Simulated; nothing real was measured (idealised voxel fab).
This section sets out a process module, namely voxel double patterning.
Displayed cross-section: cut, width of 180 nm, square cells sized 5 nm.
This document writes a cross-section as a grid whose cells are square, and gives it as bands, listed from the top down; one or more rows of cells form a band.
The entry gives the band's vertical extent as a top height and a bottom height in nm, then its horizontal make-up as materials from left to right, each with a width in nm. "empty" stands for empty space; a single material marked "everywhere" fills the band edge to edge.
The reference from which all heights are counted is 0, the level beneath which the as-received wafer is entirely one material; the lowest band, having no lower bound, proceeds downward and is written after the example "0 and below".
It should be noted that a width expressed as "30->40" varies in equal increments from row to row of cells within the band, taking the value of the first number at the top row and that of the second number at the bottom row.
What does "nothing altered" mean for a step? It means no cell of the cross-section changed in that step.
"Voids lacking openings" contains a list of empty spaces, each no smaller than 8 cells and without an open way to the top, written in the form width x height at distance with the distance from the left edge and all three in nm.
Read whatever lies past the settings on a step's line as the simulator's own remark about the step.
overlay nm: right-of-plan distance of the mask on a masked step; negative values mean left-of-plan.
Below is the list of planned process steps
1) op RECEIVE | material Si
2) op CONFORMAL_DEP | material SiO2 | thk nm 5
3) op DIRECTIONAL_DEP | material W | thk nm 20
4) op DIRECTIONAL_DEP | material SiCN | thk nm 5
5) op MASKED_ETCH | tone open | mask id FIRST | width nm 15 | pitch nm 50 | etch materials SiCN | depth nm 5 | overlay nm 0
6) op PATTERN | tone open | mask id SECOND | material resist | width nm 15 | pitch nm 50 | thk nm 15 | overlay nm 0
7) op DIRECTIONAL_ETCH | etch materials SiCN | depth nm 5
8) op STRIP | etch materials resist
9) op DIRECTIONAL_ETCH | etch materials W | depth nm 20
10) op STRIP | etch materials SiCN
Cross-section of the wafer as it came to us, i.e., already through step 1
	0 and below: Si everywhere
	Voids lacking openings: none
The first of the two wafers as seen in cross-section once the module was finished; processing followed the plan
	25 down to 5: W=30 / empty=15 / W=10 / empty=15 / W=10 / empty=15 / W=10 / empty=15 / W=10 / empty=15 / W=35
	5 down to 0: SiO2 everywhere
	0 and below: Si everywhere
	Voids lacking openings: none
Wafer two (of two), end-of-module cross-section: start = wafer one, plan = wafer one, one run mistake
	10 down to 5: W everywhere
	5 down to 0: SiO2 everywhere
	0 and below: Si everywhere
	Voids lacking openings: none
What broke from the plan during processing? it should be noted that step 4 was executed with settings other than those planned, the operation and settings actually applied being op DIRECTIONAL_DEP | material W | thk nm 5
Final comparison by cell count, materials where the second wafer has more or fewer than the first: -48 W
